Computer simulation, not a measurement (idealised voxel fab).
The process module that follows is named voxel gate over fins.
It is cross-section cut that appears here, measuring 245 nm in width, its square cells being 5 nm in size.
We lay out every cross-section as a grid of square cells and spell it out in bands from the top down, where one band means one or more rows of cells. Look at the band entry: it leads with the top's height and the bottom's height in nm. Then it lists the materials left to right, with a width in nm for each. The word "edge to edge" on a single material says that material fills the band edge to edge. The word "air" is empty space. All heights in this document are referenced to 0, defined as the level beneath which the wafer, as received, consists entirely of one material. The lowest band is not bounded below; it extends indefinitely downward and is written in the form "0 and below". Read "30 to 40" as a graded width: first number on top, second number at the bottom, same change between each pair of neighbouring rows. It should be understood that the words "nothing different", when stated for a given step, signify that the cross-section underwent no change in any of its cells during that step. The entry titled "Unvented internal voids" provides the empty spaces that have no open way to the top, restricted to those of 8 cells or more. Each is presented as width x height at distance, the distance being measured from the left edge, with all three in nm. The remark found on a step's line after its settings is issued by the simulator itself and pertains to that step. overlay nm: on a step with a mask, how far right of its planned place the mask lay; negative means left.

**These are the steps we planned for the process**
- 1: RECEIVE | material Si
- 2: CONFORMAL_DEP | material SiN | thk nm 5
- 3: MASKED_ETCH | tone cover | mask id FINS | width nm 15 | pitch nm 35 | etch materials SiN | depth nm 5 | overlay nm 0
- 4: MASKED_ETCH | tone cover | mask id FINS | width nm 15 | pitch nm 35 | etch materials Si | depth nm 30 | overlay nm 0
- 5: OXIDIZE | depth nm 5
- 6: FILL_DEP | material SiO2 | thk nm 15
- 7: CMP | height nm 5
- 8: SELECTIVE_ETCH | etch materials SiO2 | depth nm 15
- 9: STRIP | etch materials SiN
- 10: CONFORMAL_DEP | material HfO2 | thk nm 5
- 11: CONFORMAL_DEP | material TiN | thk nm 5
- 12: FILL_DEP | material W | thk nm 15
- 13: CMP | height nm 20
- 14: CONFORMAL_DEP | material SiCN | thk nm 10

**Incoming wafer in cross-section (state: after step 1)**
	0 and below: Si edge to edge
	Unvented internal voids: none

**First of two wafers, end-of-module section, run followed plan**
	30 down to 20: SiCN edge to edge
	20 down to 10: W edge to edge
	10 down to 5: W: 75 / TiN: 25 / W: 10 / TiN: 25 / W: 10 / TiN: 25 / W: 75
	5 down to 0: W: 75 / TiN: 5 / HfO2: 15 / TiN: 5 / W: 10 / TiN: 5 / HfO2: 15 / TiN: 5 / W: 10 / TiN: 5 / HfO2: 15 / TiN: 5 / W: 75
	0 down to -5: TiN: 80 / HfO2: 5 / Si: 5 / HfO2: 5 / TiN: 20 / HfO2: 5 / Si: 5 / HfO2: 5 / TiN: 20 / HfO2: 5 / Si: 5 / HfO2: 5 / TiN: 80
	-5 down to -10: HfO2: 85 / Si: 5 / HfO2: 30 / Si: 5 / HfO2: 30 / Si: 5 / HfO2: 85
	-10 down to -35: SiO2: 85 / Si: 5 / SiO2: 30 / Si: 5 / SiO2: 30 / Si: 5 / SiO2: 85
	-35 and below: Si edge to edge
	Unvented internal voids: none

**Here's the second of our two wafers sectioned at module end. Same start as the first, same plan, but one mistake got made running it**
	30 down to 20: SiCN edge to edge
	20 down to 10: W edge to edge
	10 down to 5: W: 65 / TiN: 25 / W: 10 / TiN: 25 / W: 10 / TiN: 25 / W: 85
	5 down to 0: W: 65 / TiN: 5 / HfO2: 15 / TiN: 20 / HfO2: 15 / TiN: 20 / HfO2: 15 / TiN: 15 / W: 75
	0 down to -5: TiN: 70 / HfO2: 5 / Si: 5 / HfO2: 15 / TiN: 10 / HfO2: 5 / Si: 5 / HfO2: 15 / TiN: 10 / HfO2: 5 / Si: 5 / HfO2: 15 / TiN: 80
	-5 down to -10: HfO2: 75 / Si: 15 / HfO2: 20 / Si: 15 / HfO2: 20 / Si: 15 / HfO2: 85
	-10 down to -35: SiO2: 75 / Si: 15 / SiO2: 20 / Si: 15 / SiO2: 20 / Si: 15 / SiO2: 85
	-35 and below: Si edge to edge
	Unvented internal voids: none
Finding, execution versus plan: step 3 did not use the planned setting and instead ran as MASKED_ETCH | tone cover | mask id FINS | width nm 15 | pitch nm 35 | etch materials SiN | depth nm 5 | overlay nm -10
Wrapping up, a cell-based count of both wafers puts the second over or under the first for these materials: Si +36, SiO2 -30, W -6
